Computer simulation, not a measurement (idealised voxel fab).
Module name: voxel trench capacitor (process module)
For reference, the cross-section in this document is cut, with width 220 nm and square cells of 5 nm.
Square cells in a grid make up a cross-section in this document, and the grid is given as bands, listed from the top down, each one or more rows of cells.
What a band's entry tells you: where the top is and where the bottom is, as heights in nm, and after that what lies inside, material by material from left to right, each with its width in nm. Empty space is written as the word "air", and a single material marked with the word "throughout" occupies the band from edge to edge.
The level at which height equals 0 is the one under which the wafer, as it arrives, is entirely one material. No lower edge exists for the bottom band, which continues downward and is notated as in "top 0, no bottom".
When a width is written as two numbers, as in "30..40", the first number is the width in the top row of cells of the band and the second is the width in its bottom row, and the width changes by the same amount from each row to the next.
Any step labelled "nothing was modified" changed none of the cells in the cross-section.
Basically, "Voids, fully enclosed" tells you about the enclosed voids: empty spaces with no open way to the top, 8 cells or bigger, each written width x height at distance, where distance is from the left edge, all in nm.
Text after the settings on a step's line: the simulator's own remark on that step.
The line of a step may include "overlay nm". On a step with a mask, this value is how far to the right of its planned place the mask lay. A negative value means the mask lay to the left.

List of planned process steps
1) RECEIVE: material Si
2) CONFORMAL_DEP: material SiN, thk nm 5
3) DIRECTIONAL_DEP: material aC, thk nm 10
4) PATTERN: tone open, mask id TRENCH, material resist, width nm 15, pitch nm 40, thk nm 30, overlay nm 0
5) DIRECTIONAL_ETCH: etch materials aC, depth nm 10
6) STRIP: etch materials resist
7) DIRECTIONAL_ETCH: etch materials SiN, depth nm 5
8) DIRECTIONAL_ETCH: etch materials Si, depth nm 25
9) STRIP: etch materials aC
10) CONFORMAL_DEP: material SiO2, thk nm 5
11) FILL_DEP: material polySi, thk nm 5
12) CMP: height nm 5

The first of the two wafers, which ran as planned

As-received wafer cross-section (after step 1)
> top 0, no bottom | Si throughout
> Voids, fully enclosed: none

Once step 2 is through, the wafer looks like this in cross-section
> top 5, bottom 0 | SiN throughout
> below 0: unchanged

Once step 3 is through, the wafer looks like this in cross-section
> top 15, bottom 5 | aC throughout
> below 5: unchanged

Once step 4 is through, the wafer looks like this in cross-section
> top 45, bottom 15 | 60 resist, then 15 air, then 25 resist, then 15 air, then 25 resist, then 15 air, then 65 resist
> below 15: unchanged

Once step 5 is through, the wafer looks like this in cross-section
> top 35, bottom 15 | 60 resist, then 15 air, then 25 resist, then 15 air, then 25 resist, then 15 air, then 65 resist
> top 15, bottom 5 | 60 aC, then 15 air, then 25 aC, then 15 air, then 25 aC, then 15 air, then 65 aC
> below 5: unchanged

Once step 6 is through, the wafer looks like this in cross-section
> top 15, bottom 5 | 60 aC, then 15 air, then 25 aC, then 15 air, then 25 aC, then 15 air, then 65 aC
> below 5: unchanged

Once step 7 is through, the wafer looks like this in cross-section
> top 15, bottom 5 | 60 aC, then 15 air, then 25 aC, then 15 air, then 25 aC, then 15 air, then 65 aC
> top 5, bottom 0 | 60 SiN, then 15 air, then 25 SiN, then 15 air, then 25 SiN, then 15 air, then 65 SiN
> below 0: unchanged

Once step 8 is through, the wafer looks like this in cross-section
> top 15, bottom 5 | 60 aC, then 15 air, then 25 aC, then 15 air, then 25 aC, then 15 air, then 65 aC
> top 5, bottom 0 | 60 SiN, then 15 air, then 25 SiN, then 15 air, then 25 SiN, then 15 air, then 65 SiN
> top 0, bottom -25 | 60 Si, then 15 air, then 25 Si, then 15 air, then 25 Si, then 15 air, then 65 Si
> below -25: unchanged

Once step 9 is through, the wafer looks like this in cross-section
> top 5, bottom 0 | 60 SiN, then 15 air, then 25 SiN, then 15 air, then 25 SiN, then 15 air, then 65 SiN
> below 0: unchanged

Once step 10 is through, the wafer looks like this in cross-section
> top 10, bottom 5 | 65 SiO2, then 5 air, then 35 SiO2, then 5 air, then 35 SiO2, then 5 air, then 70 SiO2
> top 5, bottom 0 | 60 SiN, then 5 SiO2, then 5 air, then 5 SiO2, then 25 SiN, then 5 SiO2, then 5 air, then 5 SiO2, then 25 SiN, then 5 SiO2, then 5 air, then 5 SiO2, then 65 SiN
> top 0, bottom -20 | 60 Si, then 5 SiO2, then 5 air, then 5 SiO2, then 25 Si, then 5 SiO2, then 5 air, then 5 SiO2, then 25 Si, then 5 SiO2, then 5 air, then 5 SiO2, then 65 Si
> top -20, bottom -25 | 60 Si, then 15 SiO2, then 25 Si, then 15 SiO2, then 25 Si, then 15 SiO2, then 65 Si
> below -25: unchanged

Once step 11 is through, the wafer looks like this in cross-section
> top 15, bottom 10 | polySi throughout
> top 10, bottom 5 | 65 SiO2, then 5 polySi, then 35 SiO2, then 5 polySi, then 35 SiO2, then 5 polySi, then 70 SiO2
> top 5, bottom 0 | 60 SiN, then 5 SiO2, then 5 polySi, then 5 SiO2, then 25 SiN, then 5 SiO2, then 5 polySi, then 5 SiO2, then 25 SiN, then 5 SiO2, then 5 polySi, then 5 SiO2, then 65 SiN
> top 0, bottom -20 | 60 Si, then 5 SiO2, then 5 polySi, then 5 SiO2, then 25 Si, then 5 SiO2, then 5 polySi, then 5 SiO2, then 25 Si, then 5 SiO2, then 5 polySi, then 5 SiO2, then 65 Si
> below -20: unchanged

Once step 12 is through, the wafer looks like this in cross-section
> top 5, bottom 0 | 60 SiN, then 5 SiO2, then 5 polySi, then 5 SiO2, then 25 SiN, then 5 SiO2, then 5 polySi, then 5 SiO2, then 25 SiN, then 5 SiO2, then 5 polySi, then 5 SiO2, then 65 SiN
> below 0: unchanged

The second wafer was prepared from the same starting point and under the same plan as the first; its processing contained one mistake, and it remains indistinguishable from the first wafer up to and including step 3

Cross-section: second wafer, time at which step 4 was scheduled to end
> top 45, bottom 15 | 50 resist, then 15 air, then 25 resist, then 15 air, then 25 resist, then 15 air, then 75 resist
> below 15: unchanged

Cross-section: second wafer, time at which step 5 was scheduled to end
> top 35, bottom 15 | 50 resist, then 15 air, then 25 resist, then 15 air, then 25 resist, then 15 air, then 75 resist
> top 15, bottom 5 | 50 aC, then 15 air, then 25 aC, then 15 air, then 25 aC, then 15 air, then 75 aC
> below 5: unchanged

Cross-section: second wafer, time at which step 6 was scheduled to end
> top 15, bottom 5 | 50 aC, then 15 air, then 25 aC, then 15 air, then 25 aC, then 15 air, then 75 aC
> below 5: unchanged

Cross-section: second wafer, time at which step 7 was scheduled to end
> top 15, bottom 5 | 50 aC, then 15 air, then 25 aC, then 15 air, then 25 aC, then 15 air, then 75 aC
> top 5, bottom 0 | 50 SiN, then 15 air, then 25 SiN, then 15 air, then 25 SiN, then 15 air, then 75 SiN
> below 0: unchanged

Cross-section: second wafer, time at which step 8 was scheduled to end
> top 15, bottom 5 | 50 aC, then 15 air, then 25 aC, then 15 air, then 25 aC, then 15 air, then 75 aC
> top 5, bottom 0 | 50 SiN, then 15 air, then 25 SiN, then 15 air, then 25 SiN, then 15 air, then 75 SiN
> top 0, bottom -25 | 50 Si, then 15 air, then 25 Si, then 15 air, then 25 Si, then 15 air, then 75 Si
> below -25: unchanged

Cross-section: second wafer, time at which step 9 was scheduled to end
> top 5, bottom 0 | 50 SiN, then 15 air, then 25 SiN, then 15 air, then 25 SiN, then 15 air, then 75 SiN
> below 0: unchanged

Cross-section: second wafer, time at which step 10 was scheduled to end
> top 10, bottom 5 | 55 SiO2, then 5 air, then 35 SiO2, then 5 air, then 35 SiO2, then 5 air, then 80 SiO2
> top 5, bottom 0 | 50 SiN, then 5 SiO2, then 5 air, then 5 SiO2, then 25 SiN, then 5 SiO2, then 5 air, then 5 SiO2, then 25 SiN, then 5 SiO2, then 5 air, then 5 SiO2, then 75 SiN
> top 0, bottom -20 | 50 Si, then 5 SiO2, then 5 air, then 5 SiO2, then 25 Si, then 5 SiO2, then 5 air, then 5 SiO2, then 25 Si, then 5 SiO2, then 5 air, then 5 SiO2, then 75 Si
> top -20, bottom -25 | 50 Si, then 15 SiO2, then 25 Si, then 15 SiO2, then 25 Si, then 15 SiO2, then 75 Si
> below -25: unchanged

Cross-section: second wafer, time at which step 11 was scheduled to end
> top 15, bottom 10 | polySi throughout
> top 10, bottom 5 | 55 SiO2, then 5 polySi, then 35 SiO2, then 5 polySi, then 35 SiO2, then 5 polySi, then 80 SiO2
> top 5, bottom 0 | 50 SiN, then 5 SiO2, then 5 polySi, then 5 SiO2, then 25 SiN, then 5 SiO2, then 5 polySi, then 5 SiO2, then 25 SiN, then 5 SiO2, then 5 polySi, then 5 SiO2, then 75 SiN
> top 0, bottom -20 | 50 Si, then 5 SiO2, then 5 polySi, then 5 SiO2, then 25 Si, then 5 SiO2, then 5 polySi, then 5 SiO2, then 25 Si, then 5 SiO2, then 5 polySi, then 5 SiO2, then 75 Si
> below -20: unchanged

Cross-section: second wafer, time at which step 12 was scheduled to end
> top 5, bottom 0 | 50 SiN, then 5 SiO2, then 5 polySi, then 5 SiO2, then 25 SiN, then 5 SiO2, then 5 polySi, then 5 SiO2, then 25 SiN, then 5 SiO2, then 5 polySi, then 5 SiO2, then 75 SiN
> below 0: unchanged
It is concluded that the wafer was processed incorrectly with respect to the plan, in that note that step 4 departed from the planned setting and was carried out as PATTERN: tone open, mask id TRENCH, material resist, width nm 15, pitch nm 40, thk nm 30, overlay nm -10
When the process is done, the second wafer contains the same cell count of every material as the first wafer, but distributed over other locations.
